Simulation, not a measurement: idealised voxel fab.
voxel wiring stack: a process module
Square cell edge 5 nm, section width 190 nm, ID cut.
Just so we're on the same page, the cross-sections are grids of square cells, and they're listed out in bands top to bottom, each band one or more rows deep. Heights first: top, then bottom, in nm. Then materials, left to right, each with a width in nm. "all across" on a single material: fills the band edge to edge. "empty": empty space. Ref level 0: as-received wafer is one material below here. Bottom band extends down with no lower bound ("0 down"). Per-row width for "30->40": begins at first number (top row of band), ends at second number (bottom row), increment between rows held constant. Where the words "remained the same" appear for a step, the cross-section shows no cell changed by that step; every cell remained as before. Closed void entries: empty space of 8 cells or more with no open way to the top, each as width x height at its distance from the left edge, in nm. Where a step's line continues beyond its settings, the continuation is a remark by the simulator itself on that step. "overlay nm" answers the question of how far to the right of plan the mask lay on a step that has a mask, and when it is negative the answer is to the left.
# Process steps - plan
1 RECEIVE: material Si
2 CONFORMAL_DEP: material SiO2, thk nm 15
3 CONFORMAL_DEP: material SiN, thk nm 5
4 DIRECTIONAL_DEP: material lowk, thk nm 20
5 PATTERN: tone open, mask id METAL_1, material resist, width nm 25, pitch nm 45, thk nm 15, overlay nm 0
6 DIRECTIONAL_ETCH: etch materials lowk, depth nm 20
7 DIRECTIONAL_ETCH: etch materials SiN, depth nm 5
8 STRIP: etch materials resist
9 CONFORMAL_DEP: material TiN, thk nm 5
10 FILL_DEP: material Cu, thk nm 10
11 CMP: height nm 40
12 CONFORMAL_DEP: material SiCN, thk nm 5
13 DIRECTIONAL_DEP: material lowk, thk nm 10
14 PATTERN: tone open, mask id PLUG_1, material resist, width nm 15, pitch nm 90, thk nm 20, overlay nm 0
15 DIRECTIONAL_ETCH: etch materials lowk, depth nm 10
16 DIRECTIONAL_ETCH: etch materials SiCN, depth nm 5
17 STRIP: etch materials resist
18 CONFORMAL_DEP: material TiN, thk nm 5
19 FILL_DEP: material W, thk nm 5
20 CMP: height nm 55
21 CONFORMAL_DEP: material SiN, thk nm 5
22 DIRECTIONAL_DEP: material lowk, thk nm 20
23 MASKED_ETCH: tone open, mask id METAL_2, width nm 25, pitch nm 45, etch materials lowk, depth nm 20, overlay nm 0
24 MASKED_ETCH: tone open, mask id METAL_2, width nm 25, pitch nm 45, etch materials SiN, depth nm 5, overlay nm 0
25 CONFORMAL_DEP: material TiN, thk nm 5
26 FILL_DEP: material Cu, thk nm 10
27 CMP: height nm 80
28 EPI: material Ru, thk nm 5
29 FILL_DEP: material SiCN, thk nm 5
# Delivered wafer in cross-section: state after step 1
    0 down = Si all across
    Closed void entries: none
# The first of the two wafers as seen in cross-section once the module was finished; processing followed the plan
    90 to 85 = SiCN all across
    85 to 80 = SiCN: 10 / Ru: 35 / SiCN: 10 / Ru: 35 / SiCN: 10 / Ru: 35 / SiCN: 10 / Ru: 35 / SiCN: 10
    80 to 60 = lowk: 15 / TiN: 5 / Cu: 15 / TiN: 5 / lowk: 20 / TiN: 5 / Cu: 15 / TiN: 5 / lowk: 20 / TiN: 5 / Cu: 15 / TiN: 5 / lowk: 20 / TiN: 5 / Cu: 15 / TiN: 5 / lowk: 15
    60 to 55 = SiN: 15 / TiN: 25 / SiN: 20 / TiN: 25 / SiN: 20 / TiN: 25 / SiN: 20 / TiN: 25 / SiN: 15
    55 to 45 = lowk: 15 / TiN: 5 / W: 5 / TiN: 5 / lowk: 75 / TiN: 5 / W: 5 / TiN: 5 / lowk: 70
    45 to 40 = SiCN: 15 / TiN: 15 / SiCN: 75 / TiN: 15 / SiCN: 70
    40 to 20 = lowk: 15 / TiN: 5 / Cu: 15 / TiN: 5 / lowk: 20 / TiN: 5 / Cu: 15 / TiN: 5 / lowk: 20 / TiN: 5 / Cu: 15 / TiN: 5 / lowk: 20 / TiN: 5 / Cu: 15 / TiN: 5 / lowk: 15
    20 to 15 = SiN: 15 / TiN: 25 / SiN: 20 / TiN: 25 / SiN: 20 / TiN: 25 / SiN: 20 / TiN: 25 / SiN: 15
    15 to 0 = SiO2 all across
    0 down = Si all across
    Closed void entries: none
# Same start, same plan as the first wafer - but one mistake in the run. Cross-section of the second of the two at the end of the module
    90 to 85 = SiCN all across
    85 to 80 = SiCN: 10 / Ru: 35 / SiCN: 10 / Ru: 35 / SiCN: 10 / Ru: 35 / SiCN: 10 / Ru: 35 / SiCN: 10
    80 to 60 = lowk: 15 / TiN: 5 / Cu: 15 / TiN: 5 / lowk: 20 / TiN: 5 / Cu: 15 / TiN: 5 / lowk: 20 / TiN: 5 / Cu: 15 / TiN: 5 / lowk: 20 / TiN: 5 / Cu: 15 / TiN: 5 / lowk: 15
    60 to 55 = SiN: 15 / TiN: 25 / SiN: 20 / TiN: 25 / SiN: 20 / TiN: 25 / SiN: 20 / TiN: 25 / SiN: 15
    55 to 45 = lowk: 15 / TiN: 5 / lowk: 5 / TiN: 5 / lowk: 75 / TiN: 5 / lowk: 5 / TiN: 5 / lowk: 70
    45 to 40 = SiCN: 15 / TiN: 15 / SiCN: 75 / TiN: 15 / SiCN: 70
    40 to 20 = lowk: 15 / TiN: 5 / Cu: 15 / TiN: 5 / lowk: 20 / TiN: 5 / Cu: 15 / TiN: 5 / lowk: 20 / TiN: 5 / Cu: 15 / TiN: 5 / lowk: 20 / TiN: 5 / Cu: 15 / TiN: 5 / lowk: 15
    20 to 15 = SiN: 15 / TiN: 25 / SiN: 20 / TiN: 25 / SiN: 20 / TiN: 25 / SiN: 20 / TiN: 25 / SiN: 15
    15 to 0 = SiO2 all across
    0 down = Si all across
    Closed void entries: none
Against the plan, the run slipped here: heads up, step 19 didn't go per plan, it actually ran as FILL_DEP: material lowk, thk nm 5
Upon completion, the second wafer contains, in terms of cells, a greater or smaller amount of certain materials than the first wafer: -4 W, +4 lowk
